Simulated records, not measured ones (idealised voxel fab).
Process module, titled voxel self aligned vias
The cross-section on display is named cut; it measures 160 nm wide, and its cells are 5 nm squares.
Cross-section = grid of square cells, listed top down in bands; band = one or more rows.
First you get the band's top height and its bottom height, in nm, and then the materials it's made of, left to right, with each width in nm. If you see a single material with "everywhere", that one covers the band edge to edge. "empty" is empty space.
Zero point of the height axis is 0; under it, received wafer = one material. Lowest band: continues down indefinitely, "top 0, no bottom".
Read "30 to 40" as a graded width: first number on top, second number at the bottom, same change between each pair of neighbouring rows.
No cell of the cross-section changed in a step that is given as "no alterations made".
What "closed voids" gives you is every empty space of 8 cells or more that is cut off from the top. Each appears as width x height at distance, with the distance taken from the left edge and width, height and distance all in nm.
Heads up: the bit after the settings on a step's line is the simulator's remark on that step.
overlay nm: mask offset rightward from planned place, masked step; negative means leftward offset.

[Listed below are the process steps as planned]
1 RECEIVE [material Si]
2 CONFORMAL_DEP [material SiO2] [thk nm 15]
3 CONFORMAL_DEP [material SiCN] [thk nm 5]
4 DIRECTIONAL_DEP [material SiO2] [thk nm 25]
5 MASKED_ETCH [tone open] [mask id LINES] [width nm 25] [pitch nm 50] [etch materials SiO2] [depth nm 25] [overlay nm 0]
6 CONFORMAL_DEP [material TiN] [thk nm 5]
7 FILL_DEP [material Ru] [thk nm 10]
8 CMP [height nm 45]
9 SELECTIVE_ETCH [etch materials W Ru TiN] [depth nm 10]
10 FILL_DEP [material SiN] [thk nm 5]
11 CMP [height nm 45]
12 DIRECTIONAL_DEP [material SiO2] [thk nm 20]
13 PATTERN [tone open] [mask id VIAS] [material resist] [width nm 35] [pitch nm 50] [thk nm 20] [overlay nm 0]
14 DIRECTIONAL_ETCH [etch materials SiO2] [depth nm 20]
15 DIRECTIONAL_ETCH [etch materials SiN] [depth nm 10]
16 STRIP [etch materials resist]
17 CONFORMAL_DEP [material TiN] [thk nm 5]
18 FILL_DEP [material W] [thk nm 10]
19 CMP [height nm 65]
20 CONFORMAL_DEP [material SiCN] [thk nm 5]
Be aware that, although all wafers share a common starting state, the thk nm at step 20 differs among them, and the plan displays the first wafer's value.

[First of several wafers, received after step 1, in cross-section]
    top 0, no bottom  Si everywhere
    closed voids: none

[First wafer of several, cross-section, module end, after step 20 (last)]
    top 70, bottom 65  SiCN everywhere
    top 65, bottom 50  SiO2: 35  TiN: 5  W: 25  TiN: 5  SiO2: 15  TiN: 5  W: 25  TiN: 5  SiO2: 40
    top 50, bottom 40  SiO2: 35 to 40  TiN: 10 to 5  W: 15  TiN: 10 to 5  SiO2: 15 to 25  TiN: 10 to 5  W: 15  TiN: 10 to 5  SiO2: 40 to 45
    top 40, bottom 35  SiO2: 40  TiN: 25  SiO2: 25  TiN: 25  SiO2: 45
    top 35, bottom 25  SiO2: 40  TiN: 5  Ru: 15  TiN: 5  SiO2: 25  TiN: 5  Ru: 15  TiN: 5  SiO2: 45
    top 25, bottom 20  SiO2: 40  TiN: 25  SiO2: 25  TiN: 25  SiO2: 45
    top 20, bottom 15  SiCN everywhere
    top 15, bottom 0  SiO2 everywhere
    top 0, no bottom  Si everywhere
    closed voids: none

[last wafer at the end]
    top 85, bottom 65  SiCN everywhere
    top 65, bottom 50  SiO2: 35  TiN: 5  W: 25  TiN: 5  SiO2: 15  TiN: 5  W: 25  TiN: 5  SiO2: 40
    top 50, bottom 40  SiO2: 35 to 40  TiN: 10 to 5  W: 15  TiN: 10 to 5  SiO2: 15 to 25  TiN: 10 to 5  W: 15  TiN: 10 to 5  SiO2: 40 to 45
    top 40, bottom 35  SiO2: 40  TiN: 25  SiO2: 25  TiN: 25  SiO2: 45
    top 35, bottom 25  SiO2: 40  TiN: 5  Ru: 15  TiN: 5  SiO2: 25  TiN: 5  Ru: 15  TiN: 5  SiO2: 45
    top 25, bottom 20  SiO2: 40  TiN: 25  SiO2: 25  TiN: 25  SiO2: 45
    top 20, bottom 15  SiCN everywhere
    top 15, bottom 0  SiO2 everywhere
    top 0, no bottom  Si everywhere
    closed voids: none

[End of module, by wafer: material-by-material cell gain (+) or loss (-) since receipt, then closed voids]
thk nm 5, +12 Ru, +64 SiCN, +278 SiO2, +52 TiN, +42 W, closed voids: none
thk nm 10, +12 Ru, +96 SiCN, +278 SiO2, +52 TiN, +42 W, closed voids: none
thk nm 15, +12 Ru, +128 SiCN, +278 SiO2, +52 TiN, +42 W, closed voids: none
thk nm 20, +12 Ru, +160 SiCN, +278 SiO2, +52 TiN, +42 W, closed voids: none
